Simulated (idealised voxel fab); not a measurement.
The document below concerns the process module designated voxel self aligned vias.
We display cut, a cross-section 155 nm in width whose square cells are each 5 nm.
In this document a cross-section is written as a grid of square cells. It is given as a series of bands, listed from the top down, and a band is one or more rows of cells. Top height, bottom height, nm. Materials left to right, width each, nm. Single material + "full width" = fills band edge to edge. "empty" = empty. Height reference: 0 = level under which incoming wafer is all one material. Lowest band: no bottom, runs on downward, e.g. "from 0 down". When a width is written as two numbers, as in "30..40", the first number is the width in the top row of cells of the band and the second is the width in its bottom row, and the width changes by the same amount from each row to the next. "no modification", as given for a step, is the statement that not any cell of the cross-section underwent a change during that step. "Voids, fully enclosed": sealed empty spaces, 8 cells or more, no open way to top, listed width x height at distance, with distance from the left edge and width, height and distance in nm. What comes after the settings on a step's line is commentary from the simulator itself on that step. "overlay nm" on a masked step: distance the mask lay right of its planned place, negative for left.

Steps planned for the process:
1 RECEIVE, material Si
2 CONFORMAL_DEP, material SiO2, thk nm 15
3 CONFORMAL_DEP, material SiCN, thk nm 5
4 DIRECTIONAL_DEP, material lowk, thk nm 30
5 MASKED_ETCH, tone open, mask id LINES, width nm 30, pitch nm 60, etch materials lowk, depth nm 30, overlay nm 0
6 CONFORMAL_DEP, material TiN, thk nm 5
7 FILL_DEP, material W, thk nm 5
8 CMP, height nm 50
9 SELECTIVE_ETCH, etch materials W Ru TiN, depth nm 5
10 FILL_DEP, material SiN, thk nm 10
11 CMP, height nm 50
12 DIRECTIONAL_DEP, material lowk, thk nm 20
13 DIRECTIONAL_DEP, material aC, thk nm 10
14 PATTERN, tone open, mask id VIAS, material resist, width nm 40, pitch nm 60, thk nm 25, overlay nm 0
15 DIRECTIONAL_ETCH, etch materials aC, depth nm 10
16 STRIP, etch materials resist
17 DIRECTIONAL_ETCH, etch materials lowk, depth nm 20
18 DIRECTIONAL_ETCH, etch materials SiN, depth nm 5
19 STRIP, etch materials aC
20 CONFORMAL_DEP, material TiN, thk nm 5
21 FILL_DEP, material Ru, thk nm 5
22 CMP, height nm 70
23 CONFORMAL_DEP, material SiN, thk nm 5

Cross-section of the incoming wafer, state after step 1:
- from 0 down = Si full width
- Voids, fully enclosed: none

Module complete - cross-section of the first of two wafers, run according to plan:
- from 75 to 70 = SiN full width
- from 70 to 55 = lowk: 25, then TiN: 5, then Ru: 30, then TiN: 5, then lowk: 20, then TiN: 5, then Ru: 30, then TiN: 5, then lowk: 30
- from 55 to 50 = lowk: 25, then TiN: 10, then Ru: 20, then TiN: 10, then lowk: 20, then TiN: 10, then Ru: 20, then TiN: 10, then lowk: 30
- from 50 to 45 = lowk: 30, then TiN: 30, then lowk: 30, then TiN: 30, then lowk: 35
- from 45 to 25 = lowk: 30, then TiN: 5, then W: 20, then TiN: 5, then lowk: 30, then TiN: 5, then W: 20, then TiN: 5, then lowk: 35
- from 25 to 20 = lowk: 30, then TiN: 30, then lowk: 30, then TiN: 30, then lowk: 35
- from 20 to 15 = SiCN full width
- from 15 to 0 = SiO2 full width
- from 0 down = Si full width
- Voids, fully enclosed: none

Wafer two, sectioned after the module: the first wafer's start, the first wafer's plan, and one mistake in how it was run:
- from 70 to 65 = SiN full width
- from 65 to 55 = lowk: 25, then TiN: 5, then Ru: 30, then TiN: 5, then lowk: 20, then TiN: 5, then Ru: 30, then TiN: 5, then lowk: 30
- from 55 to 50 = lowk: 25, then TiN: 10, then Ru: 20, then TiN: 10, then lowk: 20, then TiN: 10, then Ru: 20, then TiN: 10, then lowk: 30
- from 50 to 45 = lowk: 30, then TiN: 30, then lowk: 30, then TiN: 30, then lowk: 35
- from 45 to 25 = lowk: 30, then TiN: 5, then W: 20, then TiN: 5, then lowk: 30, then TiN: 5, then W: 20, then TiN: 5, then lowk: 35
- from 25 to 20 = lowk: 30, then TiN: 30, then lowk: 30, then TiN: 30, then lowk: 35
- from 20 to 15 = SiCN full width
- from 15 to 0 = SiO2 full width
- from 0 down = Si full width
- Voids, fully enclosed: none
What went wrong in running the wafer? step 22 was processed under conditions differing from the plan, specifically as CMP, height nm 65
Looking at both finished wafers in cells, the second ends up ahead of or behind the first on some materials: Ru -12, TiN -4, lowk -15
